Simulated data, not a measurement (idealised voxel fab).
process module | voxel wiring stack
cross-section cut | 200 nm wide | cells 5 nm
A cross-section is a grid of square cells, given in bands from the top down. A band is one or more rows of cells.
Each band's line starts with the height of the band's top and of its bottom, in nm. Then come its materials from left to right, each with its width in nm. One material with "throughout" fills the band from edge to edge. "air" is empty space.
Height 0 is the level under which the wafer as received is all one material. The lowest band goes on downwards, as in "0 down".
A width such as "30 to 40" changes by the same amount from each row of cells to the next, from the band's top row to its bottom row.
"no change" after a step means that no cell of the cross-section changed.
closed voids: empty space of 8 cells or more with no open way to the top, each as width x height at its distance from the left edge, in nm
after a step's settings: what the simulator itself notes on the step
overlay nm, on a step with a mask: how far to the right of its planned place the mask lay; to the left if negative
plan
1 op RECEIVE | material Si
2 op CONFORMAL_DEP | material SiO2 | thk nm 10
3 op CONFORMAL_DEP | material SiN | thk nm 5
4 op DIRECTIONAL_DEP | material SiO2 | thk nm 25
5 op MASKED_ETCH | tone open | mask id METAL_1 | width nm 25 | pitch nm 55 | etch materials SiO2 | depth nm 25 | overlay nm 0
6 op MASKED_ETCH | tone open | mask id METAL_1 | width nm 25 | pitch nm 55 | etch materials SiN | depth nm 5 | overlay nm 0
7 op CONFORMAL_DEP | material TiN | thk nm 5
8 op FILL_DEP | material W | thk nm 5
9 op CMP | height nm 40
10 op EPI | material Ru | thk nm 5
11 op FILL_DEP | material SiCN | thk nm 5
12 op DIRECTIONAL_DEP | material lowk | thk nm 25
13 op PATTERN | tone open | mask id METAL_2 | material resist | width nm 25 | pitch nm 55 | thk nm 15 | overlay nm 0
14 op DIRECTIONAL_ETCH | etch materials lowk | depth nm 15
15 op STRIP | etch materials resist
16 op MASKED_ETCH | tone open | mask id METAL_2_HOLES | width nm 15 | pitch nm 55 | etch materials lowk | depth nm 10 | overlay nm 0
17 op MASKED_ETCH | tone open | mask id METAL_2_HOLES | width nm 15 | pitch nm 55 | etch materials SiCN | depth nm 5 | overlay nm 0
18 op CONFORMAL_DEP | material TiN | thk nm 5
19 op FILL_DEP | material Cu | thk nm 5
20 op CMP | height nm 75
21 op CONFORMAL_DEP | material SiN | thk nm 5
as received, after step 1
  0 down: Si throughout
  closed voids: none
a wafer at the end: this start, this plan, one mistake
  80 to 75: SiN throughout
  75 to 65: lowk 60 | TiN 5 | Cu 15 | TiN 5 | lowk 30 | TiN 5 | Cu 15 | TiN 5 | lowk 60
  65 to 60: lowk 60 | TiN 5 | Cu 5 | TiN 15 | lowk 30 | TiN 5 | Cu 5 | TiN 15 | lowk 60
  60 to 50: lowk 60 | TiN 5 | Cu 5 | TiN 5 | lowk 40 | TiN 5 | Cu 5 | TiN 5 | lowk 70
  50 to 45: SiCN 60 | TiN 15 | SiCN 40 | TiN 15 | SiCN 70
  45 to 40: SiCN 55 | Ru 35 | SiCN 20 | Ru 35 | SiCN 55
  40 to 35: SiN 60 | TiN 25 | SiN 30 | TiN 25 | SiN 60
  35 to 0: SiO2 throughout
  0 down: Si throughout
  closed voids: none
what went wrong: steps 3 and 4 were swapped
